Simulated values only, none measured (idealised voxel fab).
process module | voxel capacitor over wiring
cross-section cut | 270 nm wide | cells 5 nm
A cross-section is a grid of square cells, given in bands from the top down. A band is one or more rows of cells.
Each band's line starts with the height of the band's top and of its bottom, in nm. Then come its materials from left to right, each with its width in nm. One material with "throughout" fills the band from edge to edge. "air" is empty space.
Height 0 is the level under which the wafer as received is all one material. The lowest band goes on downwards, as in "0 down".
A width such as "30 to 40" changes by the same amount from each row of cells to the next, from the band's top row to its bottom row.
"no change" after a step means that no cell of the cross-section changed.
closed voids: empty space of 8 cells or more with no open way to the top, each as width x height at its distance from the left edge, in nm
after a step's settings: what the simulator itself notes on the step
overlay nm, on a step with a mask: how far to the right of its planned place the mask lay; to the left if negative
plan
1 op RECEIVE | material Si
2 op CONFORMAL_DEP | material SiO2 | thk nm 15
3 op CONFORMAL_DEP | material SiN | thk nm 5
4 op DIRECTIONAL_DEP | material lowk | thk nm 20
5 op DIRECTIONAL_DEP | material aC | thk nm 10
6 op PATTERN | tone open | mask id METAL_1 | material resist | width nm 20 | pitch nm 75 | thk nm 30 | overlay nm 0
7 op DIRECTIONAL_ETCH | etch materials aC | depth nm 10
8 op STRIP | etch materials resist
9 op DIRECTIONAL_ETCH | etch materials lowk | depth nm 20
10 op DIRECTIONAL_ETCH | etch materials SiN | depth nm 5
11 op STRIP | etch materials aC
12 op CONFORMAL_DEP | material TiN | thk nm 5
13 op FILL_DEP | material W | thk nm 10
14 op CMP | height nm 40
15 op EPI | material Ru | thk nm 5
16 op FILL_DEP | material SiCN | thk nm 5
17 op DIRECTIONAL_DEP | material lowk | thk nm 20
18 op DIRECTIONAL_DEP | material aC | thk nm 15
19 op PATTERN | tone open | mask id PLUG_1 | material resist | width nm 15 | thk nm 35 | overlay nm 0
20 op DIRECTIONAL_ETCH | etch materials aC | depth nm 15
21 op STRIP | etch materials resist
22 op DIRECTIONAL_ETCH | etch materials lowk | depth nm 20
23 op DIRECTIONAL_ETCH | etch materials SiCN | depth nm 5
24 op STRIP | etch materials aC
25 op CONFORMAL_DEP | material TiN | thk nm 5
26 op FILL_DEP | material W | thk nm 10
27 op CMP | height nm 70
28 op DIRECTIONAL_DEP | material TiN | thk nm 10
29 op DIRECTIONAL_DEP | material SiN | thk nm 5
30 op DIRECTIONAL_DEP | material TiN | thk nm 5
31 op MASKED_ETCH | tone cover | mask id UPPER_PLATE | width nm 60 | etch materials TiN | depth nm 5 | overlay nm 0
32 op MASKED_ETCH | tone cover | mask id UPPER_PLATE | width nm 60 | etch materials SiN | depth nm 5 | overlay nm 0
33 op PATTERN | tone cover | mask id LOWER_PLATE | material resist | width nm 70 | thk nm 15 | overlay nm 0
34 op DIRECTIONAL_ETCH | etch materials TiN | depth nm 10
35 op STRIP | etch materials resist
36 op FILL_DEP | material SiO2 | thk nm 15
37 op CMP | height nm 100
38 op DIRECTIONAL_DEP | material aC | thk nm 10
39 op PATTERN | tone open | mask id PLUG_2 | material resist | width nm 15 | thk nm 30 | overlay nm 0
40 op DIRECTIONAL_ETCH | etch materials aC | depth nm 10
41 op STRIP | etch materials resist
42 op DIRECTIONAL_ETCH | etch materials SiO2 | depth nm 10
43 op STRIP | etch materials aC
44 op CONFORMAL_DEP | material TiN | thk nm 5
45 op FILL_DEP | material Ru | thk nm 10
46 op CMP | height nm 100
47 op CONFORMAL_DEP | material SiN | thk nm 5
as received, after step 1
  0 down: Si throughout
  closed voids: none
a wafer at the end: this start, this plan, one mistake
  105 to 100: SiN throughout
  100 to 95: SiO2 100 | TiN 5 | Ru 5 | TiN 5 | SiO2 155
  95 to 85: SiO2 100 to 90 | TiN 15 to 60 | SiO2 155 to 120
  85 to 80: SiO2 90 | SiN 60 | SiO2 120
  80 to 70: SiO2 85 | TiN 70 | SiO2 115
  70 to 50: lowk 90 | TiN 5 | W 5 | TiN 5 | lowk 165
  50 to 45: SiCN 90 | TiN 15 | SiCN 165
  45 to 40: SiCN 80 | Ru 30 | SiCN 45 | Ru 30 | SiCN 85
  40 to 20: lowk 85 | TiN 5 | W 10 | TiN 5 | lowk 55 | TiN 5 | W 10 | TiN 5 | lowk 90
  20 to 15: SiN 85 | TiN 20 | SiN 55 | TiN 20 | SiN 90
  15 to 0: TiN throughout
  0 down: Si throughout
  closed voids: none
what went wrong: step 2 ran as: op CONFORMAL_DEP | material TiN | thk nm 15
